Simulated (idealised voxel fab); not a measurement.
The process module that follows is named voxel capacitor over wiring.
Square cell edge 5 nm, section width 220 nm, ID cut.
Heads up, the way a cross-section reads in here is a grid of square cells, handed over as bands from the top down, with every band being one or more rows of cells. Basically the band line says how high the top is and how high the bottom is, in nm, and then what's in it from left to right, every material with its width in nm. Empty space shows up as "blank", and if a single material carries "everywhere" it runs the full band edge to edge. For the purposes of this specification, 0 denotes the height below which the wafer in its as-received condition is composed wholly of one material, and the lowermost band, lacking a lower limit, extends downward without end, as expressed in "0 -> down". The width entry "30->40" should be interpreted row by row: the top row of cells in the band takes the first number, the bottom row takes the second number, and the change between adjacent rows is uniform throughout. The cross-section has no changed cell in any step marked "everything unchanged". The list in "Fully sealed cavities" covers empty spaces of 8 cells or more that cannot reach the top through any open way, and it gives each as width x height at distance; the distance is from the left edge, and width, height and distance are in nm. Text after the settings on a step's line: the simulator's own remark on that step. Among the settings permitted on a step's line is "overlay nm"; applied to a step with a mask, it specifies the extent to which the mask lay to the right of its planned position, whereas a negative figure signifies a position to the left.

Intended process steps
1. RECEIVE with material Si
2. CONFORMAL_DEP with material SiO2, thk nm 15
3. CONFORMAL_DEP with material SiCN, thk nm 5
4. DIRECTIONAL_DEP with material SiO2, thk nm 20
5. DIRECTIONAL_DEP with material aC, thk nm 10
6. PATTERN with tone open, mask id METAL_1, material resist, width nm 25, pitch nm 75, thk nm 25, overlay nm 0
7. DIRECTIONAL_ETCH with etch materials aC, depth nm 10
8. STRIP with etch materials resist
9. DIRECTIONAL_ETCH with etch materials SiO2, depth nm 20
10. DIRECTIONAL_ETCH with etch materials SiCN, depth nm 5
11. STRIP with etch materials aC
12. CONFORMAL_DEP with material TiN, thk nm 5
13. FILL_DEP with material Ru, thk nm 10
14. CMP with height nm 40
15. EPI with material Ru, thk nm 5
16. FILL_DEP with material SiCN, thk nm 5
17. DIRECTIONAL_DEP with material lowk, thk nm 10
18. PATTERN with tone open, mask id PLUG_1, material resist, width nm 15, thk nm 20, overlay nm 0
19. DIRECTIONAL_ETCH with etch materials lowk, depth nm 10
20. DIRECTIONAL_ETCH with etch materials SiCN, depth nm 5
21. STRIP with etch materials resist
22. EPI with material Ru, thk nm 10
23. EPI with material Ru, thk nm 5
24. DIRECTIONAL_DEP with material TiN, thk nm 10
25. DIRECTIONAL_DEP with material HfO2, thk nm 5
26. DIRECTIONAL_DEP with material TiN, thk nm 10
27. DIRECTIONAL_DEP with material aC, thk nm 10
28. PATTERN with tone cover, mask id UPPER_PLATE, material resist, width nm 55, thk nm 30, overlay nm 0
29. DIRECTIONAL_ETCH with etch materials aC, depth nm 10
30. STRIP with etch materials resist
31. DIRECTIONAL_ETCH with etch materials TiN, depth nm 10
32. DIRECTIONAL_ETCH with etch materials HfO2, depth nm 5
33. STRIP with etch materials aC
34. DIRECTIONAL_DEP with material aC, thk nm 10
35. PATTERN with tone cover, mask id LOWER_PLATE, material resist, width nm 65, thk nm 25, overlay nm 0
36. DIRECTIONAL_ETCH with etch materials aC, depth nm 10
37. STRIP with etch materials resist
38. DIRECTIONAL_ETCH with etch materials TiN, depth nm 10
39. STRIP with etch materials aC
40. FILL_DEP with material SiO2, thk nm 20
41. CMP with height nm 100
42. MASKED_ETCH with tone open, mask id PLUG_2, width nm 15, etch materials SiO2, depth nm 15, overlay nm 0
43. CONFORMAL_DEP with material TiN, thk nm 5
44. FILL_DEP with material Cu, thk nm 5
45. CMP with height nm 100
46. CONFORMAL_DEP with material SiN, thk nm 5

Shown in cross-section is the wafer as received, that is, as it stands after step 1
	0 -> down | Si everywhere
	Fully sealed cavities: none

Final cross-section, module run with one mistake (start and plan as above)
	105 -> 100 | SiN everywhere
	100 -> 90 | SiO2 80 nm, TiN 5 nm, Cu 5 nm, TiN 5 nm, SiO2 125 nm
	90 -> 85 | SiO2 80 nm, TiN 15 nm, SiO2 125 nm
	85 -> 75 | SiO2 70 nm, TiN 55 nm, SiO2 95 nm
	75 -> 70 | SiO2 70 nm, HfO2 55 nm, SiO2 95 nm
	70 -> 60 | SiO2 65 nm, TiN 65 nm, SiO2 90 nm
	60 -> 50 | lowk 70 nm, Ru 15 nm, lowk 135 nm
	50 -> 45 | SiCN 70 nm, Ru 15 nm, SiCN 135 nm
	45 -> 40 | SiCN 55 nm, Ru 35 nm, SiCN 40 nm, Ru 35 nm, SiCN 55 nm
	40 -> 35 | SiO2 60 nm, TiN 5 nm, Ru 15 nm, TiN 5 nm, SiO2 50 nm, TiN 5 nm, Ru 15 nm, TiN 5 nm, SiO2 60 nm
	35 -> 30 | SiCN 60 nm, TiN 25 nm, SiCN 50 nm, TiN 25 nm, SiCN 60 nm
	30 -> 0 | SiO2 everywhere
	0 -> down | Si everywhere
	Fully sealed cavities: none
Nonconformance to the process plan: step 2 of the plan was executed twice over
